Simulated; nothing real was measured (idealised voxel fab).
Process module under the name voxel ribs on slabs
Pictured: cross-section cut, 270 nm wide, on a grid of 5 nm square cells.
Cross-sections here: square-cell grids, written as top-down lists of bands, a band being one or more rows of cells. Band entry format. Leading values: height of top, height of bottom, nm. Remainder: materials in left-to-right order, each with its width in nm. Special words: "throughout" on a single material, which then fills the band edge to edge; "blank", empty space. Heights are expressed relative to 0, this being the level below which the as-received wafer comprises one material exclusively. The lowest band is unbounded in the downward direction and is denoted as in "0 nm and below". Graded width ("30 to 40"): value in top row of band = first number; value in bottom row = second number; row-to-row change constant. Reading "no alteration" for a step: not a cell of the cross-section changed in it. Look at "Closed-off voids" for the closed voids: empty spaces with no open path to the top, sized 8 cells or up. Each is width x height at distance, distance from the left edge, all nm. That trailing text on a step's line, after the settings, is the simulator's own remark on the step. Each step line may optionally specify "overlay nm", which for a step with a mask gives the rightward distance between the mask's planned place and where it lay, a negative value indicating the leftward direction.
# These are the steps we planned for the process
1,RECEIVE with material Si
2,DIRECTIONAL_DEP with material SiO2, thk nm 20
3,DIRECTIONAL_DEP with material polySi, thk nm 20
4,DIRECTIONAL_DEP with material aC, thk nm 10
5,PATTERN with tone cover, mask id RIB, material resist, width nm 20, thk nm 30, overlay nm 0
6,DIRECTIONAL_ETCH with etch materials aC, depth nm 10
7,STRIP with etch materials resist
8,DIRECTIONAL_ETCH with etch materials polySi, depth nm 15
9,STRIP with etch materials aC
10,PATTERN with tone cover, mask id SLAB, material resist, width nm 60, thk nm 15, overlay nm 0
11,DIRECTIONAL_ETCH with etch materials polySi, depth nm 5
12,STRIP with etch materials resist
13,FILL_DEP with material SiO2, thk nm 25
14,CMP with height nm 55
15,DIRECTIONAL_DEP with material W, thk nm 5
16,PATTERN with tone cover, mask id HEATER, material resist, width nm 30, thk nm 20, overlay nm 0
17,DIRECTIONAL_ETCH with etch materials W, depth nm 5
18,STRIP with etch materials resist
19,CONFORMAL_DEP with material SiN, thk nm 5
# Step 1 complete: cross-section of the wafer as received
* 0 nm and below  Si throughout
* Closed-off voids: none
# This is how the wafer looks in cross-section once the module is done, given the starting state and plan above and one mistake in carrying the plan out
* 65 nm to 60 nm  blank (115); SiN (40); blank (115)
* 60 nm to 55 nm  SiN (120); W (30); SiN (120)
* 55 nm to 40 nm  SiO2 throughout
* 40 nm to 25 nm  SiO2 (125); polySi (20); SiO2 (125)
* 25 nm to 20 nm  SiO2 (110); polySi (50); SiO2 (110)
* 20 nm to 0 nm  SiO2 throughout
* 0 nm and below  Si throughout
* Closed-off voids: none
Here's what went sideways: step 10 off recipe, ran as PATTERN with tone cover, mask id SLAB, material resist, width nm 50, thk nm 15, overlay nm 0
